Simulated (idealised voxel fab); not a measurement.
voxel double patterning: a process module
Shown is cross-section cut, with a width of 300 nm and square cells of size 5 nm.
Each cross-section below is a grid of square cells, stated as bands in top-down order, with one or more rows of cells making up each band.
Look at the band entry: it leads with the top's height and the bottom's height in nm. Then it lists the materials left to right, with a width in nm for each. The word "everywhere" on a single material says that material fills the band edge to edge. The word "air" is empty space.
Height datum 0, below which the as-received substrate wafer is one material. Lowest band open at the bottom, running downward: "z 0 and below".
The width entry "30->40" should be interpreted row by row: the top row of cells in the band takes the first number, the bottom row takes the second number, and the change between adjacent rows is uniform throughout.
Any step labelled "left unchanged" changed none of the cells in the cross-section.
The entry "Closed internal cavities" lists the empty spaces that cover at least 8 cells and have no open path to the top. Each is written as width x height at distance, where the distance is measured from the left edge and all three values are in nm.
What comes after the settings on a step's line is commentary from the simulator itself on that step.
overlay nm: where the mask lay relative to plan, measured to the right, on steps with a mask; negatives go left.

Planned process steps
| 1 | RECEIVE with material Si |
| 2 | CONFORMAL_DEP with material SiO2, thk nm 10 |
| 3 | DIRECTIONAL_DEP with material TiN, thk nm 15 |
| 4 | DIRECTIONAL_DEP with material SiCN, thk nm 5 |
| 5 | DIRECTIONAL_DEP with material aC, thk nm 10 |
| 6 | PATTERN with tone open, mask id FIRST, material resist, width nm 15, pitch nm 50, thk nm 30, overlay nm 0 |
| 7 | DIRECTIONAL_ETCH with etch materials aC, depth nm 10 |
| 8 | STRIP with etch materials resist |
| 9 | DIRECTIONAL_ETCH with etch materials SiCN, depth nm 5 |
| 10 | STRIP with etch materials aC |
| 11 | MASKED_ETCH with tone open, mask id SECOND, width nm 15, pitch nm 50, etch materials SiCN, depth nm 5, overlay nm 0 |
| 12 | DIRECTIONAL_ETCH with etch materials TiN, depth nm 15 |
| 13 | STRIP with etch materials SiCN |

First of the two wafers, run per plan

Cross-section of the wafer upon arrival, representing the state reached after step 1
> z 0 and below  Si everywhere
> Closed internal cavities: none

You're looking at a cross-section of the wafer after step 2
> z 10 to 0  SiO2 everywhere
> Under the height 0 nothing was changed.

You're looking at a cross-section of the wafer after step 3
> z 25 to 10  TiN everywhere
> Under the height 10 nothing was changed.

You're looking at a cross-section of the wafer after step 4
> z 30 to 25  SiCN everywhere
> Under the height 25 nothing was changed.

You're looking at a cross-section of the wafer after step 5
> z 40 to 30  aC everywhere
> Under the height 30 nothing was changed.

You're looking at a cross-section of the wafer after step 6
> z 70 to 40  resist 90 nm / air 15 nm / resist 35 nm / air 15 nm / resist 35 nm / air 15 nm / resist 95 nm
> Under the height 40 nothing was changed.

You're looking at a cross-section of the wafer after step 7
> z 60 to 40  resist 90 nm / air 15 nm / resist 35 nm / air 15 nm / resist 35 nm / air 15 nm / resist 95 nm
> z 40 to 30  aC 90 nm / air 15 nm / aC 35 nm / air 15 nm / aC 35 nm / air 15 nm / aC 95 nm
> Under the height 30 nothing was changed.

You're looking at a cross-section of the wafer after step 8
> z 40 to 30  aC 90 nm / air 15 nm / aC 35 nm / air 15 nm / aC 35 nm / air 15 nm / aC 95 nm
> Under the height 30 nothing was changed.

You're looking at a cross-section of the wafer after step 9
> z 40 to 30  aC 90 nm / air 15 nm / aC 35 nm / air 15 nm / aC 35 nm / air 15 nm / aC 95 nm
> z 30 to 25  SiCN 90 nm / air 15 nm / SiCN 35 nm / air 15 nm / SiCN 35 nm / air 15 nm / SiCN 95 nm
> Under the height 25 nothing was changed.

You're looking at a cross-section of the wafer after step 10
> z 30 to 25  SiCN 90 nm / air 15 nm / SiCN 35 nm / air 15 nm / SiCN 35 nm / air 15 nm / SiCN 95 nm
> Under the height 25 nothing was changed.

You're looking at a cross-section of the wafer after step 11
> z 30 to 25  SiCN 90 nm / air 15 nm / SiCN 10 nm / air 15 nm / SiCN 10 nm / air 15 nm / SiCN 10 nm / air 15 nm / SiCN 10 nm / air 15 nm / SiCN 95 nm
> Under the height 25 nothing was changed.

You're looking at a cross-section of the wafer after step 12
> z 30 to 25  SiCN 90 nm / air 15 nm / SiCN 10 nm / air 15 nm / SiCN 10 nm / air 15 nm / SiCN 10 nm / air 15 nm / SiCN 10 nm / air 15 nm / SiCN 95 nm
> z 25 to 10  TiN 90 nm / air 15 nm / TiN 10 nm / air 15 nm / TiN 10 nm / air 15 nm / TiN 10 nm / air 15 nm / TiN 10 nm / air 15 nm / TiN 95 nm
> Under the height 10 nothing was changed.

You're looking at a cross-section of the wafer after step 13
> z 25 to 10  TiN 90 nm / air 15 nm / TiN 10 nm / air 15 nm / TiN 10 nm / air 15 nm / TiN 10 nm / air 15 nm / TiN 10 nm / air 15 nm / TiN 95 nm
> Under the height 10 nothing was changed.

Wafer two. Identical start, identical plan. One mistake in execution. Identical history through step 2

Planned end of step 3: second wafer, cross-section
> z 35 to 10  TiN everywhere
> Under the height 10 nothing was changed.

Planned end of step 4: second wafer, cross-section
> z 40 to 35  SiCN everywhere
> Under the height 35 nothing was changed.

Planned end of step 5: second wafer, cross-section
> z 50 to 40  aC everywhere
> Under the height 40 nothing was changed.

Planned end of step 6: second wafer, cross-section
> z 80 to 50  resist 90 nm / air 15 nm / resist 35 nm / air 15 nm / resist 35 nm / air 15 nm / resist 95 nm
> Under the height 50 nothing was changed.

Planned end of step 7: second wafer, cross-section
> z 70 to 50  resist 90 nm / air 15 nm / resist 35 nm / air 15 nm / resist 35 nm / air 15 nm / resist 95 nm
> z 50 to 40  aC 90 nm / air 15 nm / aC 35 nm / air 15 nm / aC 35 nm / air 15 nm / aC 95 nm
> Under the height 40 nothing was changed.

Planned end of step 8: second wafer, cross-section
> z 50 to 40  aC 90 nm / air 15 nm / aC 35 nm / air 15 nm / aC 35 nm / air 15 nm / aC 95 nm
> Under the height 40 nothing was changed.

Planned end of step 9: second wafer, cross-section
> z 50 to 40  aC 90 nm / air 15 nm / aC 35 nm / air 15 nm / aC 35 nm / air 15 nm / aC 95 nm
> z 40 to 35  SiCN 90 nm / air 15 nm / SiCN 35 nm / air 15 nm / SiCN 35 nm / air 15 nm / SiCN 95 nm
> Under the height 35 nothing was changed.

Planned end of step 10: second wafer, cross-section
> z 40 to 35  SiCN 90 nm / air 15 nm / SiCN 35 nm / air 15 nm / SiCN 35 nm / air 15 nm / SiCN 95 nm
> Under the height 35 nothing was changed.

Planned end of step 11: second wafer, cross-section
> z 40 to 35  SiCN 90 nm / air 15 nm / SiCN 10 nm / air 15 nm / SiCN 10 nm / air 15 nm / SiCN 10 nm / air 15 nm / SiCN 10 nm / air 15 nm / SiCN 95 nm
> Under the height 35 nothing was changed.

Planned end of step 12: second wafer, cross-section
> z 40 to 35  SiCN 90 nm / air 15 nm / SiCN 10 nm / air 15 nm / SiCN 10 nm / air 15 nm / SiCN 10 nm / air 15 nm / SiCN 10 nm / air 15 nm / SiCN 95 nm
> z 35 to 20  TiN 90 nm / air 15 nm / TiN 10 nm / air 15 nm / TiN 10 nm / air 15 nm / TiN 10 nm / air 15 nm / TiN 10 nm / air 15 nm / TiN 95 nm
> Under the height 20 nothing was changed.

Planned end of step 13: second wafer, cross-section
> z 35 to 20  TiN 90 nm / air 15 nm / TiN 10 nm / air 15 nm / TiN 10 nm / air 15 nm / TiN 10 nm / air 15 nm / TiN 10 nm / air 15 nm / TiN 95 nm
> Under the height 20 nothing was changed.
What broke from the plan during processing? planned and actual differ for step 3; actual: DIRECTIONAL_DEP with material TiN, thk nm 25
Final tally in cells, some materials are higher or lower on the second wafer than on the first: TiN: 120 more
